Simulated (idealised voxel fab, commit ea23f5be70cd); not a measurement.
Process module heading - voxel trench capacitor
Square cells of 5 nm make up the cross-section cut, whose width is 295 nm.
Cross-section format: a grid of square cells, given as bands from top to bottom; each band is one or more rows of cells.
Top, bottom (nm), then materials left to right with widths (nm); lone material tagged "all across" fills the whole band edge to edge; "empty" = empty space.
Heights are reckoned from 0. Under this level, the received wafer is all of one material. The bottommost band is open-ended downward, for example "0 nm and below".
Width "30->40": first value at the band's top row of cells, second value at its bottom row, equal change from row to row.
Basically "nothing got changed" means that step didn't change any cell in the cross-section.
So "Closed void listing" is basically the list of trapped voids: any empty space of 8 cells or more that can't reach the top through an opening. They're written width x height at distance, the distance being from the left edge, and it's all nm.
Formally, on a step line, whatever follows the settings is a remark that the simulator itself makes on the step.
A step line may carry the setting "overlay nm", which, for steps involving a mask, states the distance by which the mask lay to the right of its intended position; negative values denote displacement to the left.
-- Here's what the planned process steps look like
| 1 | RECEIVE [material Si] |
| 2 | CONFORMAL_DEP [material SiN] [thk nm 10] |
| 3 | DIRECTIONAL_DEP [material aC] [thk nm 10] |
| 4 | PATTERN [tone open] [mask id TRENCH] [material resist] [width nm 25] [pitch nm 45] [thk nm 30] [overlay nm 0] |
| 5 | DIRECTIONAL_ETCH [etch materials aC] [depth nm 10] |
| 6 | STRIP [etch materials resist] |
| 7 | DIRECTIONAL_ETCH [etch materials SiN] [depth nm 10] |
| 8 | DIRECTIONAL_ETCH [etch materials Si] [depth nm 30] |
| 9 | STRIP [etch materials aC] |
| 10 | CONFORMAL_DEP [material Al2O3] [thk nm 5] |
| 11 | FILL_DEP [material polySi] [thk nm 5] |
| 12 | CMP [height nm 10] |
-- So, the first of our two wafers, run just as we planned it
-- Cross-section, incoming material, after step 1
0 nm and below: Si all across
Closed void listing: none
-- Presented here is a cross-section of the wafer after step 2 has been performed
10 nm to 0 nm: SiN all across
Unchanged below 0.
-- Presented here is a cross-section of the wafer after step 3 has been performed
20 nm to 10 nm: aC all across
Unchanged below 10.
-- Presented here is a cross-section of the wafer after step 4 has been performed
50 nm to 20 nm: resist=65; empty=25; resist=20; empty=25; resist=20; empty=25; resist=20; empty=25; resist=70
Unchanged below 20.
-- Presented here is a cross-section of the wafer after step 5 has been performed
40 nm to 20 nm: resist=65; empty=25; resist=20; empty=25; resist=20; empty=25; resist=20; empty=25; resist=70
20 nm to 10 nm: aC=65; empty=25; aC=20; empty=25; aC=20; empty=25; aC=20; empty=25; aC=70
Unchanged below 10.
-- Presented here is a cross-section of the wafer after step 6 has been performed
20 nm to 10 nm: aC=65; empty=25; aC=20; empty=25; aC=20; empty=25; aC=20; empty=25; aC=70
Unchanged below 10.
-- Presented here is a cross-section of the wafer after step 7 has been performed
20 nm to 10 nm: aC=65; empty=25; aC=20; empty=25; aC=20; empty=25; aC=20; empty=25; aC=70
10 nm to 0 nm: SiN=65; empty=25; SiN=20; empty=25; SiN=20; empty=25; SiN=20; empty=25; SiN=70
Unchanged below 0.
-- Presented here is a cross-section of the wafer after step 8 has been performed
20 nm to 10 nm: aC=65; empty=25; aC=20; empty=25; aC=20; empty=25; aC=20; empty=25; aC=70
10 nm to 0 nm: SiN=65; empty=25; SiN=20; empty=25; SiN=20; empty=25; SiN=20; empty=25; SiN=70
0 nm to -30 nm: Si=65; empty=25; Si=20; empty=25; Si=20; empty=25; Si=20; empty=25; Si=70
Unchanged below -30.
-- Presented here is a cross-section of the wafer after step 9 has been performed
10 nm to 0 nm: SiN=65; empty=25; SiN=20; empty=25; SiN=20; empty=25; SiN=20; empty=25; SiN=70
Unchanged below 0.
-- Presented here is a cross-section of the wafer after step 10 has been performed
15 nm to 10 nm: Al2O3=70; empty=15; Al2O3=30; empty=15; Al2O3=30; empty=15; Al2O3=30; empty=15; Al2O3=75
10 nm to 0 nm: SiN=65; Al2O3=5; empty=15; Al2O3=5; SiN=20; Al2O3=5; empty=15; Al2O3=5; SiN=20; Al2O3=5; empty=15; Al2O3=5; SiN=20; Al2O3=5; empty=15; Al2O3=5; SiN=70
0 nm to -25 nm: Si=65; Al2O3=5; empty=15; Al2O3=5; Si=20; Al2O3=5; empty=15; Al2O3=5; Si=20; Al2O3=5; empty=15; Al2O3=5; Si=20; Al2O3=5; empty=15; Al2O3=5; Si=70
-25 nm to -30 nm: Si=65; Al2O3=25; Si=20; Al2O3=25; Si=20; Al2O3=25; Si=20; Al2O3=25; Si=70
Unchanged below -30.
-- Presented here is a cross-section of the wafer after step 11 has been performed
20 nm to 15 nm: polySi all across
15 nm to 10 nm: Al2O3=70; polySi=15; Al2O3=30; polySi=15; Al2O3=30; polySi=15; Al2O3=30; polySi=15; Al2O3=75
10 nm to 0 nm: SiN=65; Al2O3=5; polySi=15; Al2O3=5; SiN=20; Al2O3=5; polySi=15; Al2O3=5; SiN=20; Al2O3=5; polySi=15; Al2O3=5; SiN=20; Al2O3=5; polySi=15; Al2O3=5; SiN=70
0 nm to -25 nm: Si=65; Al2O3=5; polySi=15; Al2O3=5; Si=20; Al2O3=5; polySi=15; Al2O3=5; Si=20; Al2O3=5; polySi=15; Al2O3=5; Si=20; Al2O3=5; polySi=15; Al2O3=5; Si=70
Unchanged below -25.
-- Presented here is a cross-section of the wafer after step 12 has been performed
10 nm to 0 nm: SiN=65; Al2O3=5; polySi=15; Al2O3=5; SiN=20; Al2O3=5; polySi=15; Al2O3=5; SiN=20; Al2O3=5; polySi=15; Al2O3=5; SiN=20; Al2O3=5; polySi=15; Al2O3=5; SiN=70
Unchanged below 0.
-- Second of two: same start, same plan, one run error; steps up to and including 3 match the first
-- Cross-section of the second wafer when, according to plan, step 4 should have finished
50 nm to 20 nm: empty=65; resist=25; empty=20; resist=25; empty=20; resist=25; empty=20; resist=25; empty=70
Unchanged below 20.
-- Cross-section of the second wafer when, according to plan, step 5 should have finished
40 nm to 20 nm: empty=65; resist=25; empty=20; resist=25; empty=20; resist=25; empty=20; resist=25; empty=70
20 nm to 10 nm: empty=65; aC=25; empty=20; aC=25; empty=20; aC=25; empty=20; aC=25; empty=70
Unchanged below 10.
-- Cross-section of the second wafer when, according to plan, step 6 should have finished
20 nm to 10 nm: empty=65; aC=25; empty=20; aC=25; empty=20; aC=25; empty=20; aC=25; empty=70
Unchanged below 10.
-- Cross-section of the second wafer when, according to plan, step 7 should have finished
20 nm to 10 nm: empty=65; aC=25; empty=20; aC=25; empty=20; aC=25; empty=20; aC=25; empty=70
10 nm to 0 nm: empty=65; SiN=25; empty=20; SiN=25; empty=20; SiN=25; empty=20; SiN=25; empty=70
Unchanged below 0.
-- Cross-section of the second wafer when, according to plan, step 8 should have finished
20 nm to 10 nm: empty=65; aC=25; empty=20; aC=25; empty=20; aC=25; empty=20; aC=25; empty=70
10 nm to 0 nm: empty=65; SiN=25; empty=20; SiN=25; empty=20; SiN=25; empty=20; SiN=25; empty=70
0 nm to -30 nm: empty=65; Si=25; empty=20; Si=25; empty=20; Si=25; empty=20; Si=25; empty=70
Unchanged below -30.
-- Cross-section of the second wafer when, according to plan, step 9 should have finished
10 nm to 0 nm: empty=65; SiN=25; empty=20; SiN=25; empty=20; SiN=25; empty=20; SiN=25; empty=70
Unchanged below 0.
-- Cross-section of the second wafer when, according to plan, step 10 should have finished
15 nm to 10 nm: empty=60; Al2O3=35; empty=10; Al2O3=35; empty=10; Al2O3=35; empty=10; Al2O3=35; empty=65
10 nm to 0 nm: empty=60; Al2O3=5; SiN=25; Al2O3=5; empty=10; Al2O3=5; SiN=25; Al2O3=5; empty=10; Al2O3=5; SiN=25; Al2O3=5; empty=10; Al2O3=5; SiN=25; Al2O3=5; empty=65
0 nm to -25 nm: empty=60; Al2O3=5; Si=25; Al2O3=5; empty=10; Al2O3=5; Si=25; Al2O3=5; empty=10; Al2O3=5; Si=25; Al2O3=5; empty=10; Al2O3=5; Si=25; Al2O3=5; empty=65
-25 nm to -30 nm: Al2O3=65; Si=25; Al2O3=20; Si=25; Al2O3=20; Si=25; Al2O3=20; Si=25; Al2O3=70
Unchanged below -30.
-- Cross-section of the second wafer when, according to plan, step 11 should have finished
20 nm to 15 nm: polySi all across
15 nm to 10 nm: polySi=60; Al2O3=35; polySi=10; Al2O3=35; polySi=10; Al2O3=35; polySi=10; Al2O3=35; polySi=65
10 nm to 0 nm: polySi=60; Al2O3=5; SiN=25; Al2O3=5; polySi=10; Al2O3=5; SiN=25; Al2O3=5; polySi=10; Al2O3=5; SiN=25; Al2O3=5; polySi=10; Al2O3=5; SiN=25; Al2O3=5; polySi=65
0 nm to -25 nm: polySi=60; Al2O3=5; Si=25; Al2O3=5; polySi=10; Al2O3=5; Si=25; Al2O3=5; polySi=10; Al2O3=5; Si=25; Al2O3=5; polySi=10; Al2O3=5; Si=25; Al2O3=5; polySi=65
Unchanged below -25.
-- Cross-section of the second wafer when, according to plan, step 12 should have finished
10 nm to 0 nm: polySi=60; Al2O3=5; SiN=25; Al2O3=5; polySi=10; Al2O3=5; SiN=25; Al2O3=5; polySi=10; Al2O3=5; SiN=25; Al2O3=5; polySi=10; Al2O3=5; SiN=25; Al2O3=5; polySi=65
Unchanged below 0.
Here's what went sideways: step 4 deviated from plan and actually ran as PATTERN [tone cover] [mask id TRENCH] [material resist] [width nm 25] [pitch nm 45] [thk nm 30] [overlay nm 0]
Upon completion, the second wafer contains, in terms of cells, a greater or smaller amount of certain materials than the first wafer: Al2O3 +19 | Si -114 | SiN -38 | polySi +133
